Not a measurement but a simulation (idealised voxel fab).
This section sets out a process module, namely voxel wiring stack.
180 nm wide, 5 nm square cells: that's cross-section cut.
Think of the cross-section as a grid of square cells. We describe it in bands, top to bottom, and each band covers one or more rows of those cells. In this notation a band is specified by the heights of its top and bottom, in that order and in nm, after which its materials appear from left to right, each paired with its width in nm. The word "full width" attached to a single material means that material fills the band from edge to edge; the word "air" stands for empty space. Height datum 0, below which the as-received substrate wafer is one material. Lowest band open at the bottom, running downward: "top 0, no bottom". The two numbers in a width such as "30 to 40" mark its ends across the band: the first belongs to the top row of cells, the second to the bottom row, and from each row to the next the width moves by the same amount. It should be understood that the words "nothing altered", when stated for a given step, signify that the cross-section underwent no change in any of its cells during that step. For the entry "Closed void list", the listed items are empty spaces with no open way to the top whose size is 8 cells or more; each item follows the pattern width x height at distance, where distance is from the left edge and all three are in nm. Whatever follows a step's settings on its line is a remark the simulator itself makes about that step. overlay nm: mask right of planned place by this much (step with mask). Neg. = left. What follows is a series of pairs. Each pair shows a cross-section before one process step and the cross-section after it, and the after view is drawn only down to the lowest band that changed. Beneath each pair is the step that lies between the two, with its settings. Pairs may come from different runs of this module on the same starting wafer, so a pair continues from the one above it only where its entry headed "before" says so.

-- before
* top 95, bottom 90: lowk full width
* top 90, bottom 85: lowk=25, then SiCN=25, then lowk=35, then SiCN=25, then lowk=35, then SiCN=25, then lowk=10
* top 85, bottom 80: lowk=10, then SiCN=20, then Ru=15, then SiCN=5, then lowk=20, then SiCN=20, then Ru=15, then SiCN=5, then lowk=20, then SiCN=20, then Ru=15, then SiCN=5, then lowk=10
* top 80, bottom 70: lowk=10, then SiCN=5, then Ru=30, then SiCN=5, then lowk=20, then SiCN=5, then Ru=30, then SiCN=5, then lowk=20, then SiCN=5, then Ru=30, then SiCN=5, then lowk=10
* top 70, bottom 65: SiCN=15, then Ru=15, then TiN=15, then SiCN=30, then Ru=15, then TiN=15, then SiCN=30, then Ru=15, then TiN=15, then SiCN=15
* top 65, bottom 60: SiCN=15, then TiN=15, then SiCN=45, then TiN=15, then SiCN=45, then TiN=15, then SiCN=30
* top 60, bottom 40: SiO2 full width
* top 40, bottom 20: lowk=15, then W=30, then lowk=30, then W=30, then lowk=30, then W=30, then lowk=15
* top 20, bottom 15: lowk=15, then TiN=30, then lowk=30, then TiN=30, then lowk=30, then TiN=30, then lowk=15
* top 15, bottom 0: SiO2 full width
* top 0, no bottom: Si full width
* Closed void list: none

-- Post-Step Geometry
* top 85, bottom 80: lowk=10, then SiCN=20, then Ru=15, then SiCN=5, then lowk=20, then SiCN=20, then Ru=15, then SiCN=5, then lowk=20, then SiCN=20, then Ru=15, then SiCN=5, then lowk=10
* Under 80: no change, same as before.
* Closed void list: none
Between before and after as drawn above: CMP | height nm 85

before: see preceding pair, after cross-section.

-- Post-Step Geometry
* top 90, bottom 85: SiCN full width
* Under 85: no change, same as before.
* Closed void list: none
Between before and after as drawn above: CONFORMAL_DEP | material SiCN | thk nm 5

-- before
* top 70, bottom 65: TiN full width
* top 65, bottom 45: SiO2=15, then Ru=15, then SiO2=45, then Ru=15, then SiO2=45, then Ru=15, then SiO2=30
* top 45, bottom 40: SiCN=15, then Ru=15, then SiCN=45, then Ru=15, then SiCN=45, then Ru=15, then SiCN=30
* top 40, bottom 20: lowk=15, then W=30, then lowk=30, then W=30, then lowk=30, then W=30, then lowk=15
* top 20, bottom 15: lowk=15, then TiN=30, then lowk=30, then TiN=30, then lowk=30, then TiN=30, then lowk=15
* top 15, bottom 0: SiO2 full width
* top 0, no bottom: Si full width
* Closed void list: none

-- Post-Step Geometry
* top 75, bottom 70: Ru full width
* Under 70: no change, same as before.
* Closed void list: none
Between before and after as drawn above: DIRECTIONAL_DEP | material Ru | thk nm 5

before: see preceding pair, after cross-section.

-- Post-Step Geometry
* top 75, bottom 70: air=15, then Ru=30, then air=30, then Ru=30, then air=30, then Ru=30, then air=15
* Under 70: no change, same as before.
* Closed void list: none
Between before and after as drawn above: MASKED_ETCH | tone cover | mask id METAL_2 | width nm 30 | pitch nm 60 | etch materials Ru | depth nm 15 | overlay nm 0

before: see preceding pair, after cross-section.

-- Post-Step Geometry
* top 75, bottom 70: air=15, then Ru=30, then air=30, then Ru=30, then air=30, then Ru=30, then air=15
* top 70, bottom 65: air=15, then TiN=30, then air=30, then TiN=30, then air=30, then TiN=30, then air=15
* Under 65: no change, same as before.
* Closed void list: none
Between before and after as drawn above: MASKED_ETCH | tone cover | mask id METAL_2 | width nm 30 | pitch nm 60 | etch materials TiN | depth nm 5 | overlay nm 0

before: see preceding pair, after cross-section.

-- Post-Step Geometry
* top 80, bottom 75: air=10, then SiCN=40, then air=20, then SiCN=40, then air=20, then SiCN=40, then air=10
* top 75, bottom 70: air=10, then SiCN=5, then Ru=30, then SiCN=5, then air=20, then SiCN=5, then Ru=30, then SiCN=5, then air=20, then SiCN=5, then Ru=30, then SiCN=5, then air=10
* top 70, bottom 65: SiCN=15, then TiN=30, then SiCN=30, then TiN=30, then SiCN=30, then TiN=30, then SiCN=15
* Under 65: no change, same as before.
* Closed void list: none
Between before and after as drawn above: CONFORMAL_DEP | material SiCN | thk nm 5

before: see preceding pair, after cross-section.

-- Post-Step Geometry
* top 85, bottom 80: lowk full width
* top 80, bottom 75: lowk=10, then SiCN=40, then lowk=20, then SiCN=40, then lowk=20, then SiCN=40, then lowk=10
* top 75, bottom 70: lowk=10, then SiCN=5, then Ru=30, then SiCN=5, then lowk=20, then SiCN=5, then Ru=30, then SiCN=5, then lowk=20, then SiCN=5, then Ru=30, then SiCN=5, then lowk=10
* Under 70: no change, same as before.
* Closed void list: none
Between before and after as drawn above: FILL_DEP | material lowk | thk nm 5

before: see preceding pair, after cross-section.

-- Post-Step Geometry
* top 90, bottom 85: SiCN full width
* Under 85: no change, same as before.
* Closed void list: none
Between before and after as drawn above: CONFORMAL_DEP | material SiCN | thk nm 5

-- before
* top 85, bottom 70: Ru full width
* top 70, bottom 65: TiN full width
* top 65, bottom 45: SiO2=15, then Ru=15, then SiO2=45, then Ru=15, then SiO2=45, then Ru=15, then SiO2=30
* top 45, bottom 40: SiCN=15, then Ru=15, then SiCN=45, then Ru=15, then SiCN=45, then Ru=15, then SiCN=30
* top 40, bottom 20: lowk=15, then W=30, then lowk=30, then W=30, then lowk=30, then W=30, then lowk=15
* top 20, bottom 15: lowk=15, then TiN=30, then lowk=30, then TiN=30, then lowk=30, then TiN=30, then lowk=15
* top 15, bottom 0: SiO2 full width
* top 0, no bottom: Si full width
* Closed void list: none

-- Post-Step Geometry
* top 85, bottom 70: air=20, then Ru=20, then air=40, then Ru=20, then air=40, then Ru=20, then air=20
* Under 70: no change, same as before.
* Closed void list: none
Between before and after as drawn above: MASKED_ETCH | tone cover | mask id METAL_2 | width nm 20 | pitch nm 60 | etch materials Ru | depth nm 15 | overlay nm 0

before: see preceding pair, after cross-section.

-- Post-Step Geometry
* top 85, bottom 70: air=20, then Ru=20, then air=40, then Ru=20, then air=40, then Ru=20, then air=20
* top 70, bottom 65: air=15, then TiN=30, then air=30, then TiN=30, then air=30, then TiN=30, then air=15
* Under 65: no change, same as before.
* Closed void list: none
Between before and after as drawn above: MASKED_ETCH | tone cover | mask id METAL_2 | width nm 30 | pitch nm 60 | etch materials TiN | depth nm 5 | overlay nm 0

before: see preceding pair, after cross-section.

-- Post-Step Geometry
* top 90, bottom 85: air=15, then SiCN=30, then air=30, then SiCN=30, then air=30, then SiCN=30, then air=15
* top 85, bottom 75: air=15, then SiCN=5, then Ru=20, then SiCN=5, then air=30, then SiCN=5, then Ru=20, then SiCN=5, then air=30, then SiCN=5, then Ru=20, then SiCN=5, then air=15
* top 75, bottom 70: air=10, then SiCN=10, then Ru=20, then SiCN=10, then air=20, then SiCN=10, then Ru=20, then SiCN=10, then air=20, then SiCN=10, then Ru=20, then SiCN=10, then air=10
* top 70, bottom 65: SiCN=15, then TiN=30, then SiCN=30, then TiN=30, then SiCN=30, then TiN=30, then SiCN=15
* Under 65: no change, same as before.
* Closed void list: none
Between before and after as drawn above: CONFORMAL_DEP | material SiCN | thk nm 5

before: see preceding pair, after cross-section.

-- Post-Step Geometry
* top 95, bottom 90: lowk full width
* top 90, bottom 85: lowk=15, then SiCN=30, then lowk=30, then SiCN=30, then lowk=30, then SiCN=30, then lowk=15
* top 85, bottom 75: lowk=15, then SiCN=5, then Ru=20, then SiCN=5, then lowk=30, then SiCN=5, then Ru=20, then SiCN=5, then lowk=30, then SiCN=5, then Ru=20, then SiCN=5, then lowk=15
* top 75, bottom 70: lowk=10, then SiCN=10, then Ru=20, then SiCN=10, then lowk=20, then SiCN=10, then Ru=20, then SiCN=10, then lowk=20, then SiCN=10, then Ru=20, then SiCN=10, then lowk=10
* Under 70: no change, same as before.
* Closed void list: none
Between before and after as drawn above: FILL_DEP | material lowk | thk nm 5

before: see preceding pair, after cross-section.

-- Post-Step Geometry
* top 85, bottom 75: lowk=15, then SiCN=5, then Ru=20, then SiCN=5, then lowk=30, then SiCN=5, then Ru=20, then SiCN=5, then lowk=30, then SiCN=5, then Ru=20, then SiCN=5, then lowk=15
* Under 75: no change, same as before.
* Closed void list: none
Between before and after as drawn above: CMP | height nm 85

before: see preceding pair, after cross-section.

-- Post-Step Geometry
* top 90, bottom 85: SiCN full width
* Under 85: no change, same as before.
* Closed void list: none
Between before and after as drawn above: CONFORMAL_DEP | material SiCN | thk nm 5

-- before
* top 80, bottom 65: aC full width
* top 65, bottom 45: SiO2 full width
* top 45, bottom 40: SiCN full width
* top 40, bottom 20: lowk=15, then W=30, then lowk=30, then W=30, then lowk=30, then W=30, then lowk=15
* top 20, bottom 15: lowk=15, then TiN=30, then lowk=30, then TiN=30, then lowk=30, then TiN=30, then lowk=15
* top 15, bottom 0: SiO2 full width
* top 0, no bottom: Si full width
* Closed void list: none

-- Post-Step Geometry
* top 115, bottom 80: resist=20, then air=15, then resist=45, then air=15, then resist=45, then air=15, then resist=25
* Under 80: no change, same as before.
* Closed void list: none
Between before and after as drawn above: PATTERN | tone open | mask id PLUG_1 | material resist | width nm 15 | pitch nm 60 | thk nm 35 | overlay nm 5

before: see preceding pair, after cross-section.

-- Post-Step Geometry
* top 100, bottom 80: resist=20, then air=15, then resist=45, then air=15, then resist=45, then air=15, then resist=25
* top 80, bottom 65: aC=20, then air=15, then aC=45, then air=15, then aC=45, then air=15, then aC=25
* Under 65: no change, same as before.
* Closed void list: none
Between before and after as drawn above: DIRECTIONAL_ETCH | etch materials aC | depth nm 15

before: see preceding pair, after cross-section.

-- Post-Step Geometry
* top 80, bottom 65: aC=20, then air=15, then aC=45, then air=15, then aC=45, then air=15, then aC=25
* Under 65: no change, same as before.
* Closed void list: none
Between before and after as drawn above: STRIP | etch materials resist

before: see preceding pair, after cross-section.

-- Post-Step Geometry
* top 80, bottom 65: aC=20, then air=15, then aC=45, then air=15, then aC=45, then air=15, then aC=25
* top 65, bottom 45: SiO2=20, then air=15, then SiO2=45, then air=15, then SiO2=45, then air=15, then SiO2=25
* Under 45: no change, same as before.
* Closed void list: none
Between before and after as drawn above: DIRECTIONAL_ETCH | etch materials SiO2 | depth nm 20

before: see preceding pair, after cross-section.

-- Post-Step Geometry
* top 80, bottom 65: aC=20, then air=15, then aC=45, then air=15, then aC=45, then air=15, then aC=25
* top 65, bottom 45: SiO2=20, then air=15, then SiO2=45, then air=15, then SiO2=45, then air=15, then SiO2=25
* top 45, bottom 40: SiCN=20, then air=15, then SiCN=45, then air=15, then SiCN=45, then air=15, then SiCN=25
* Under 40: no change, same as before.
* Closed void list: none
Between before and after as drawn above: DIRECTIONAL_ETCH | etch materials SiCN | depth nm 5

before: see preceding pair, after cross-section.

-- Post-Step Geometry
* top 65, bottom 45: SiO2=20, then air=15, then SiO2=45, then air=15, then SiO2=45, then air=15, then SiO2=25
* Under 45: no change, same as before.
* Closed void list: none
Between before and after as drawn above: STRIP | etch materials aC

before: see preceding pair, after cross-section.

-- Post-Step Geometry
* top 65, bottom 50: SiO2=20, then air=15, then SiO2=45, then air=15, then SiO2=45, then air=15, then SiO2=25
* top 50, bottom 45: SiO2=20, then Ru=15, then SiO2=45, then Ru=15, then SiO2=45, then Ru=15, then SiO2=25
* top 45, bottom 40: SiCN=20, then Ru=15, then SiCN=45, then Ru=15, then SiCN=45, then Ru=15, then SiCN=25
* Under 40: no change, same as before.
* Closed void list: none
Between before and after as drawn above: EPI | material Ru | thk nm 10

before: see preceding pair, after cross-section.

-- Post-Step Geometry
* top 65, bottom 60: SiO2=20, then air=15, then SiO2=45, then air=15, then SiO2=45, then air=15, then SiO2=25
* top 60, bottom 45: SiO2=20, then Ru=15, then SiO2=45, then Ru=15, then SiO2=45, then Ru=15, then SiO2=25
* Under 45: no change, same as before.
* Closed void list: none
Between before and after as drawn above: EPI | material Ru | thk nm 10

before: see preceding pair, after cross-section.

-- Post-Step Geometry
* top 65, bottom 45: SiO2=20, then Ru=15, then SiO2=45, then Ru=15, then SiO2=45, then Ru=15, then SiO2=25
* Under 45: no change, same as before.
* Closed void list: none
Between before and after as drawn above: EPI | material Ru | thk nm 5

before: see preceding pair, after cross-section.

-- Post-Step Geometry
* top 70, bottom 65: TiN full width
* Under 65: no change, same as before.
* Closed void list: none
Between before and after as drawn above: DIRECTIONAL_DEP | material TiN | thk nm 5

before: see preceding pair, after cross-section.

-- Post-Step Geometry
* top 85, bottom 70: Ru full width
* Under 70: no change, same as before.
* Closed void list: none
Between before and after as drawn above: DIRECTIONAL_DEP | material Ru | thk nm 15

before: see preceding pair, after cross-section.

-- Post-Step Geometry
* top 85, bottom 70: air=15, then Ru=30, then air=30, then Ru=30, then air=30, then Ru=30, then air=15
* Under 70: no change, same as before.
* Closed void list: none
Between before and after as drawn above: MASKED_ETCH | tone cover | mask id METAL_2 | width nm 30 | pitch nm 60 | etch materials Ru | depth nm 15 | overlay nm 0

before: see preceding pair, after cross-section.

-- Post-Step Geometry
* top 85, bottom 70: air=15, then Ru=30, then air=30, then Ru=30, then air=30, then Ru=30, then air=15
* top 70, bottom 65: air=15, then TiN=30, then air=30, then TiN=30, then air=30, then TiN=30, then air=15
* Under 65: no change, same as before.
* Closed void list: none
Between before and after as drawn above: MASKED_ETCH | tone cover | mask id METAL_2 | width nm 30 | pitch nm 60 | etch materials TiN | depth nm 5 | overlay nm 0

before: see preceding pair, after cross-section.

-- Post-Step Geometry
* top 90, bottom 85: air=10, then SiCN=40, then air=20, then SiCN=40, then air=20, then SiCN=40, then air=10
* top 85, bottom 70: air=10, then SiCN=5, then Ru=30, then SiCN=5, then air=20, then SiCN=5, then Ru=30, then SiCN=5, then air=20, then SiCN=5, then Ru=30, then SiCN=5, then air=10
* top 70, bottom 65: SiCN=15, then TiN=30, then SiCN=30, then TiN=30, then SiCN=30, then TiN=30, then SiCN=15
* Under 65: no change, same as before.
* Closed void list: none
Between before and after as drawn above: CONFORMAL_DEP | material SiCN | thk nm 5

before: see preceding pair, after cross-section.

-- Post-Step Geometry
* top 95, bottom 90: lowk full width
* top 90, bottom 85: lowk=10, then SiCN=40, then lowk=20, then SiCN=40, then lowk=20, then SiCN=40, then lowk=10
* top 85, bottom 70: lowk=10, then SiCN=5, then Ru=30, then SiCN=5, then lowk=20, then SiCN=5, then Ru=30, then SiCN=5, then lowk=20, then SiCN=5, then Ru=30, then SiCN=5, then lowk=10
* Under 70: no change, same as before.
* Closed void list: none
Between before and after as drawn above: FILL_DEP | material lowk | thk nm 5

before: see preceding pair, after cross-section.

-- Post-Step Geometry
* top 85, bottom 70: lowk=10, then SiCN=5, then Ru=30, then SiCN=5, then lowk=20, then SiCN=5, then Ru=30, then SiCN=5, then lowk=20, then SiCN=5, then Ru=30, then SiCN=5, then lowk=10
* Under 70: no change, same as before.
* Closed void list: none
Between before and after as drawn above: CMP | height nm 85

before: see preceding pair, after cross-section.

-- Post-Step Geometry
* top 90, bottom 85: SiCN full width
* Under 85: no change, same as before.
* Closed void list: none
Between before and after as drawn above: CONFORMAL_DEP | material SiCN | thk nm 5

-- before
* top 80, bottom 65: aC=15, then air=15, then aC=45, then air=15, then aC=45, then air=15, then aC=30
* top 65, bottom 45: SiO2=15, then air=15, then SiO2=45, then air=15, then SiO2=45, then air=15, then SiO2=30
* top 45, bottom 40: SiCN=15, then air=15, then SiCN=45, then air=15, then SiCN=45, then air=15, then SiCN=30
* top 40, bottom 20: lowk=15, then W=30, then lowk=30, then W=30, then lowk=30, then W=30, then lowk=15
* top 20, bottom 15: lowk=15, then TiN=30, then lowk=30, then TiN=30, then lowk=30, then TiN=30, then lowk=15
* top 15, bottom 0: SiO2 full width
* top 0, no bottom: Si full width
* Closed void list: none

-- Post-Step Geometry
* top 80, bottom 65: aC=15, then air=15, then aC=45, then air=15, then aC=45, then air=15, then aC=30
* top 65, bottom 45: SiO2=15, then air=15, then SiO2=45, then air=15, then SiO2=45, then air=15, then SiO2=30
* top 45, bottom 40: SiCN=15, then air=15, then SiCN=45, then air=15, then SiCN=45, then air=15, then SiCN=30
* top 40, bottom 20: lowk=15, then air=30, then lowk=30, then air=30, then lowk=30, then air=30, then lowk=15
* Under 20: no change, same as before.
* Closed void list: none
Between before and after as drawn above: STRIP | etch materials W

before: see preceding pair, after cross-section.

-- Post-Step Geometry
* top 80, bottom 65: aC=15, then air=15, then aC=45, then air=15, then aC=45, then air=15, then aC=30
* top 65, bottom 45: SiO2=15, then air=15, then SiO2=45, then air=15, then SiO2=45, then air=15, then SiO2=30
* top 45, bottom 40: SiCN=15, then air=15, then SiCN=45, then air=15, then SiCN=45, then air=15, then SiCN=30
* top 40, bottom 30: lowk=15, then air=30, then lowk=30, then air=30, then lowk=30, then air=30, then lowk=15
* top 30, bottom 20: lowk=15, then Ru=30, then lowk=30, then Ru=30, then lowk=30, then Ru=30, then lowk=15
* Under 20: no change, same as before.
* Closed void list: none
Between before and after as drawn above: EPI | material Ru | thk nm 10

before: see preceding pair, after cross-section.

-- Post-Step Geometry
* top 80, bottom 65: aC=15, then air=15, then aC=45, then air=15, then aC=45, then air=15, then aC=30
* top 65, bottom 45: SiO2=15, then air=15, then SiO2=45, then air=15, then SiO2=45, then air=15, then SiO2=30
* top 45, bottom 40: SiCN=15, then air=15, then SiCN=45, then air=15, then SiCN=45, then air=15, then SiCN=30
* top 40, bottom 20: lowk=15, then Ru=30, then lowk=30, then Ru=30, then lowk=30, then Ru=30, then lowk=15
* Under 20: no change, same as before.
* Closed void list: none
Between before and after as drawn above: EPI | material Ru | thk nm 10

before: see preceding pair, after cross-section.

-- Post-Step Geometry
* top 80, bottom 65: aC=15, then air=15, then aC=45, then air=15, then aC=45, then air=15, then aC=30
* top 65, bottom 45: SiO2=15, then air=15, then SiO2=45, then air=15, then SiO2=45, then air=15, then SiO2=30
* top 45, bottom 40: SiCN=15, then Ru=15, then SiCN=45, then Ru=15, then SiCN=45, then Ru=15, then SiCN=30
* Under 40: no change, same as before.
* Closed void list: none
Between before and after as drawn above: EPI | material Ru | thk nm 5

before: see preceding pair, after cross-section.

-- Post-Step Geometry
* top 85, bottom 80: TiN=15, then air=15, then TiN=45, then air=15, then TiN=45, then air=15, then TiN=30
* top 80, bottom 65: aC=15, then air=15, then aC=45, then air=15, then aC=45, then air=15, then aC=30
* top 65, bottom 50: SiO2=15, then air=15, then SiO2=45, then air=15, then SiO2=45, then air=15, then SiO2=30
* top 50, bottom 45: SiO2=15, then TiN=15, then SiO2=45, then TiN=15, then SiO2=45, then TiN=15, then SiO2=30
* Under 45: no change, same as before.
* Closed void list: none
Between before and after as drawn above: DIRECTIONAL_DEP | material TiN | thk nm 5

before: see preceding pair, after cross-section.

-- Post-Step Geometry
* top 100, bottom 85: Ru=15, then air=15, then Ru=45, then air=15, then Ru=45, then air=15, then Ru=30
* top 85, bottom 80: TiN=15, then air=15, then TiN=45, then air=15, then TiN=45, then air=15, then TiN=30
* top 80, bottom 65: aC=15, then air=15, then aC=45, then air=15, then aC=45, then air=15, then aC=30
* top 65, bottom 50: SiO2=15, then Ru=15, then SiO2=45, then Ru=15, then SiO2=45, then Ru=15, then SiO2=30
* Under 50: no change, same as before.
* Closed void list: none
Between before and after as drawn above: DIRECTIONAL_DEP | material Ru | thk nm 15

before: see preceding pair, after cross-section.

-- Post-Step Geometry
* top 100, bottom 85: air=30, then Ru=15, then air=45, then Ru=15, then air=45, then Ru=15, then air=15
* Under 85: no change, same as before.
* Closed void list: none
Between before and after as drawn above: MASKED_ETCH | tone cover | mask id METAL_2 | width nm 30 | pitch nm 60 | etch materials Ru | depth nm 15 | overlay nm 0

before: see preceding pair, after cross-section.

-- Post-Step Geometry
* top 100, bottom 85: air=30, then Ru=15, then air=45, then Ru=15, then air=45, then Ru=15, then air=15
* top 85, bottom 80: air=30, then TiN=15, then air=45, then TiN=15, then air=45, then TiN=15, then air=15
* Under 80: no change, same as before.
* Closed void list: none
Between before and after as drawn above: MASKED_ETCH | tone cover | mask id METAL_2 | width nm 30 | pitch nm 60 | etch materials TiN | depth nm 5 | overlay nm 0

before: see preceding pair, after cross-section.

-- Post-Step Geometry
* top 105, bottom 100: air=25, then SiCN=25, then air=35, then SiCN=25, then air=35, then SiCN=25, then air=10
* top 100, bottom 85: air=25, then SiCN=5, then Ru=15, then SiCN=5, then air=35, then SiCN=5, then Ru=15, then SiCN=5, then air=35, then SiCN=5, then Ru=15, then SiCN=5, then air=10
* top 85, bottom 80: SiCN=20, then air=5, then SiCN=5, then TiN=15, then SiCN=35, then air=5, then SiCN=5, then TiN=15, then SiCN=35, then air=5, then SiCN=5, then TiN=15, then SiCN=15
* top 80, bottom 70: aC=15, then SiCN=5, then air=5, then SiCN=5, then aC=45, then SiCN=5, then air=5, then SiCN=5, then aC=45, then SiCN=5, then air=5, then SiCN=5, then aC=30
* top 70, bottom 65: aC=15, then SiCN=15, then aC=45, then SiCN=15, then aC=45, then SiCN=15, then aC=30
* Under 65: no change, same as before.
* Closed void list: none
Between before and after as drawn above: CONFORMAL_DEP | material SiCN | thk nm 5

before: see preceding pair, after cross-section.

-- Post-Step Geometry
* top 110, bottom 105: lowk full width
* top 105, bottom 100: lowk=25, then SiCN=25, then lowk=35, then SiCN=25, then lowk=35, then SiCN=25, then lowk=10
* top 100, bottom 85: lowk=25, then SiCN=5, then Ru=15, then SiCN=5, then lowk=35, then SiCN=5, then Ru=15, then SiCN=5, then lowk=35, then SiCN=5, then Ru=15, then SiCN=5, then lowk=10
* top 85, bottom 80: SiCN=20, then lowk=5, then SiCN=5, then TiN=15, then SiCN=35, then lowk=5, then SiCN=5, then TiN=15, then SiCN=35, then lowk=5, then SiCN=5, then TiN=15, then SiCN=15
* top 80, bottom 70: aC=15, then SiCN=5, then lowk=5, then SiCN=5, then aC=45, then SiCN=5, then lowk=5, then SiCN=5, then aC=45, then SiCN=5, then lowk=5, then SiCN=5, then aC=30
* Under 70: no change, same as before.
* Closed void list: none
Between before and after as drawn above: FILL_DEP | material lowk | thk nm 5

before: see preceding pair, after cross-section.

-- Post-Step Geometry
* top 85, bottom 80: SiCN=20, then lowk=5, then SiCN=5, then TiN=15, then SiCN=35, then lowk=5, then SiCN=5, then TiN=15, then SiCN=35, then lowk=5, then SiCN=5, then TiN=15, then SiCN=15
* Under 80: no change, same as before.
* Closed void list: none
Between before and after as drawn above: CMP | height nm 85

before: see preceding pair, after cross-section.

-- Post-Step Geometry
* top 90, bottom 85: SiCN full width
* Under 85: no change, same as before.
* Closed void list: none
Between before and after as drawn above: CONFORMAL_DEP | material SiCN | thk nm 5

-- before
* top 85, bottom 70: Ru full width
* top 70, bottom 65: TiN full width
* top 65, bottom 45: SiO2=15, then Ru=15, then SiO2=45, then Ru=15, then SiO2=45, then Ru=15, then SiO2=30
* top 45, bottom 40: SiCN=15, then Ru=15, then SiCN=45, then Ru=15, then SiCN=45, then Ru=15, then SiCN=30
* top 40, bottom 20: lowk=15, then W=30, then lowk=30, then W=30, then lowk=30, then W=30, then lowk=15
* top 20, bottom 15: lowk=15, then TiN=30, then lowk=30, then TiN=30, then lowk=30, then TiN=30, then lowk=15
* top 15, bottom 0: SiO2 full width
* top 0, no bottom: Si full width
* Closed void list: none

-- Post-Step Geometry
* top 85, bottom 70: Ru=15, then air=30, then Ru=30, then air=30, then Ru=30, then air=30, then Ru=15
* Under 70: no change, same as before.
* Closed void list: none
Between before and after as drawn above: MASKED_ETCH | tone open | mask id METAL_2 | width nm 30 | pitch nm 60 | etch materials Ru | depth nm 15 | overlay nm 0

before: see preceding pair, after cross-section.

-- Post-Step Geometry
* top 90, bottom 85: SiCN=20, then air=20, then SiCN=40, then air=20, then SiCN=40, then air=20, then SiCN=20
* top 85, bottom 75: Ru=15, then SiCN=5, then air=20, then SiCN=5, then Ru=30, then SiCN=5, then air=20, then SiCN=5, then Ru=30, then SiCN=5, then air=20, then SiCN=5, then Ru=15
* top 75, bottom 70: Ru=15, then SiCN=30, then Ru=30, then SiCN=30, then Ru=30, then SiCN=30, then Ru=15
* Under 70: no change, same as before.
* Closed void list: none
Between before and after as drawn above: CONFORMAL_DEP | material SiCN | thk nm 5

before: see preceding pair, after cross-section.

-- Post-Step Geometry
* top 95, bottom 90: lowk full width
* top 90, bottom 85: SiCN=20, then lowk=20, then SiCN=40, then lowk=20, then SiCN=40, then lowk=20, then SiCN=20
* top 85, bottom 75: Ru=15, then SiCN=5, then lowk=20, then SiCN=5, then Ru=30, then SiCN=5, then lowk=20, then SiCN=5, then Ru=30, then SiCN=5, then lowk=20, then SiCN=5, then Ru=15
* Under 75: no change, same as before.
* Closed void list: none
Between before and after as drawn above: FILL_DEP | material lowk | thk nm 5

before: see preceding pair, after cross-section.

-- Post-Step Geometry
* top 85, bottom 75: Ru=15, then SiCN=5, then lowk=20, then SiCN=5, then Ru=30, then SiCN=5, then lowk=20, then SiCN=5, then Ru=30, then SiCN=5, then lowk=20, then SiCN=5, then Ru=15
* Under 75: no change, same as before.
* Closed void list: none
Between before and after as drawn above: CMP | height nm 85

before: see preceding pair, after cross-section.

-- Post-Step Geometry
* top 90, bottom 85: SiCN full width
* Under 85: no change, same as before.
* Closed void list: none
Between before and after as drawn above: CONFORMAL_DEP | material SiCN | thk nm 5
